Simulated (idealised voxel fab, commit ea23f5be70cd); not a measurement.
This section sets out a process module, namely voxel double patterning.
Shown is cross-section cut, with a width of 265 nm and square cells of size 5 nm.
A cross-section is written here as square cells arranged in a grid, and it is given in bands from the top down, each band taking up one or more rows of cells. A band entry consists of two parts. The first gives the height of the band's top and the height of its bottom, in nm. The rest lists the band's materials from left to right, each with its width in nm. A single material labelled with the word "everywhere" fills the band from edge to edge, and the word "empty" marks empty space. Heights are reckoned from 0. Under this level, the received wafer is all of one material. The bottommost band is open-ended downward, for example "z 0 and below". Read "30..40" as a graded width: first number on top, second number at the bottom, same change between each pair of neighbouring rows. Step note "nothing was modified" = no cross-section cell changed. Entry "Encapsulated voids" = empty spaces >= 8 cells with no open way to the top; each as width x height at distance, distance from left edge, all nm. Read whatever lies past the settings on a step's line as the simulator's own remark about the step. "overlay nm" answers the question of how far to the right of plan the mask lay on a step that has a mask, and when it is negative the answer is to the left.

### Process steps (planned)
1,RECEIVE (material Si)
2,CONFORMAL_DEP (material SiO2; thk nm 5)
3,DIRECTIONAL_DEP (material W; thk nm 20)
4,DIRECTIONAL_DEP (material SiCN; thk nm 10)
5,PATTERN (tone open; mask id FIRST; material resist; width nm 15; pitch nm 50; thk nm 15; overlay nm -15)
6,DIRECTIONAL_ETCH (etch materials SiCN; depth nm 10)
7,STRIP (etch materials resist)
8,PATTERN (tone open; mask id SECOND; material resist; width nm 15; thk nm 15; overlay nm 0)
9,DIRECTIONAL_ETCH (etch materials SiCN; depth nm 10)
10,STRIP (etch materials resist)
11,DIRECTIONAL_ETCH (etch materials W; depth nm 20)
12,STRIP (etch materials SiCN)
Among the wafers covered here, the point of difference is the overlay nm at step 5; their starting state is shared, and the plan presents the value of the first wafer.

### Step 1 complete: as-received cross-section of the first of several wafers
    z 0 and below: Si everywhere
    Encapsulated voids: none

### Cross-section, first of several wafers, end of module, after last step 12
    z 25 to 5: W=85, then empty=15, then W=25, then empty=25, then W=115
    z 5 to 0: SiO2 everywhere
    z 0 and below: Si everywhere
    Encapsulated voids: none

### Cross-section of the last wafer at end of module
    z 25 to 5: W=115, then empty=25, then W=25, then empty=15, then W=85
    z 5 to 0: SiO2 everywhere
    z 0 and below: Si everywhere
    Encapsulated voids: none

### Per-wafer rows below. For each material: cells gained (+) or lost (-) since the wafer was received, as of end of module. Then: closed voids
overlay nm -15; +53 SiO2; +180 W; Encapsulated voids: none
overlay nm -10; +53 SiO2; +176 W; Encapsulated voids: none
overlay nm -5; +53 SiO2; +176 W; Encapsulated voids: none
overlay nm 0; +53 SiO2; +176 W; Encapsulated voids: none
overlay nm 5; +53 SiO2; +176 W; Encapsulated voids: none
overlay nm 10; +53 SiO2; +176 W; Encapsulated voids: none
overlay nm 15; +53 SiO2; +180 W; Encapsulated voids: none
